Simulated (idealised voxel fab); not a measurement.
process module | voxel gate over fins
cross-section cut | 235 nm wide | cells 5 nm
A cross-section is a grid of square cells, given in bands from the top down. A band is one or more rows of cells.
Each band's line starts with the height of the band's top and of its bottom, in nm. Then come its materials from left to right, each with its width in nm. One material with "throughout" fills the band from edge to edge. "air" is empty space.
Height 0 is the level under which the wafer as received is all one material. The lowest band goes on downwards, as in "0 down".
A width such as "30 to 40" changes by the same amount from each row of cells to the next, from the band's top row to its bottom row.
"no change" after a step means that no cell of the cross-section changed.
closed voids: empty space of 8 cells or more with no open way to the top, each as width x height at its distance from the left edge, in nm
after a step's settings: what the simulator itself notes on the step
overlay nm, on a step with a mask: how far to the right of its planned place the mask lay; to the left if negative
plan
1 op RECEIVE | material Si
2 op CONFORMAL_DEP | material SiN | thk nm 10
3 op MASKED_ETCH | tone cover | mask id FINS | width nm 15 | pitch nm 35 | etch materials SiN | depth nm 10 | overlay nm 0
4 op MASKED_ETCH | tone cover | mask id FINS | width nm 15 | pitch nm 35 | etch materials Si | depth nm 35 | overlay nm 0
5 op FILL_DEP | material SiO2 | thk nm 15
6 op CMP | height nm 10
7 op SELECTIVE_ETCH | etch materials SiO2 | depth nm 20
8 op STRIP | etch materials SiN
9 op CONFORMAL_DEP | material HfO2 | thk nm 5
10 op CONFORMAL_DEP | material TiN | thk nm 5
11 op FILL_DEP | material W | thk nm 15
12 op CMP | height nm 20
13 op CONFORMAL_DEP | material SiCN | thk nm 5
first wafer, as planned
as received, after step 1
  0 down: Si throughout
  closed voids: none
after step 2
  10 to 0: SiN throughout
  below 0: unchanged
after step 3
  10 to 0: air 90 | SiN 15 | air 20 | SiN 15 | air 95
  below 0: unchanged
after step 4
  10 to 0: air 90 | SiN 15 | air 20 | SiN 15 | air 95
  0 to -35: air 90 | Si 15 | air 20 | Si 15 | air 95
  below -35: unchanged
after step 5
  25 to 10: SiO2 throughout
  10 to 0: SiO2 90 | SiN 15 | SiO2 20 | SiN 15 | SiO2 95
  0 to -35: SiO2 90 | Si 15 | SiO2 20 | Si 15 | SiO2 95
  below -35: unchanged
after step 6
  10 to 0: SiO2 90 | SiN 15 | SiO2 20 | SiN 15 | SiO2 95
  below 0: unchanged
after step 7
  10 to 0: air 90 | SiN 15 | air 20 | SiN 15 | air 95
  0 to -10: air 90 | Si 15 | air 20 | Si 15 | air 95
  below -10: unchanged
after step 8
  0 to -10: air 90 | Si 15 | air 20 | Si 15 | air 95
  below -10: unchanged
after step 9
  5 to 0: air 85 | HfO2 25 | air 10 | HfO2 25 | air 90
  0 to -5: air 85 | HfO2 5 | Si 15 | HfO2 5 | air 10 | HfO2 5 | Si 15 | HfO2 5 | air 90
  -5 to -10: HfO2 90 | Si 15 | HfO2 20 | Si 15 | HfO2 95
  below -10: unchanged
after step 10
  10 to 5: air 80 | TiN 70 | air 85
  5 to 0: air 80 | TiN 5 | HfO2 25 | TiN 10 | HfO2 25 | TiN 5 | air 85
  0 to -5: TiN 85 | HfO2 5 | Si 15 | HfO2 5 | TiN 10 | HfO2 5 | Si 15 | HfO2 5 | TiN 90
  below -5: unchanged
after step 11
  25 to 10: W throughout
  10 to 5: W 80 | TiN 70 | W 85
  5 to 0: W 80 | TiN 5 | HfO2 25 | TiN 10 | HfO2 25 | TiN 5 | W 85
  below 0: unchanged
after step 12
  20 to 10: W throughout
  below 10: unchanged
after step 13
  25 to 20: SiCN throughout
  below 20: unchanged
second wafer: like start, like plan, one mistake. Through step 4 it matches the first wafer
when step 5 should have ended
  25 to 10: HfO2 throughout
  10 to 0: HfO2 90 | SiN 15 | HfO2 20 | SiN 15 | HfO2 95
  0 to -35: HfO2 90 | Si 15 | HfO2 20 | Si 15 | HfO2 95
  below -35: unchanged
when step 6 should have ended
  10 to 0: HfO2 90 | SiN 15 | HfO2 20 | SiN 15 | HfO2 95
  below 0: unchanged
when step 7 should have ended: no change
when step 8 should have ended
  10 to 0: HfO2 90 | air 15 | HfO2 20 | air 15 | HfO2 95
  below 0: unchanged
when step 9 should have ended
  15 to 5: HfO2 95 | air 5 | HfO2 30 | air 5 | HfO2 100
  5 to 0: HfO2 throughout
  below 0: unchanged
when step 10 should have ended
  20 to 15: TiN throughout
  15 to 5: HfO2 95 | TiN 5 | HfO2 30 | TiN 5 | HfO2 100
  below 5: unchanged
when step 11 should have ended
  35 to 20: W throughout
  below 20: unchanged
when step 12 should have ended
  20 to 15: TiN throughout
  below 15: unchanged
when step 13 should have ended
  25 to 20: SiCN throughout
  below 20: unchanged
what went wrong: step 5 ran as: op FILL_DEP | material HfO2 | thk nm 15
at the end the second wafer has, in cells: 369 more of HfO2 | 205 fewer of SiO2 | 4 fewer of TiN | 160 fewer of W
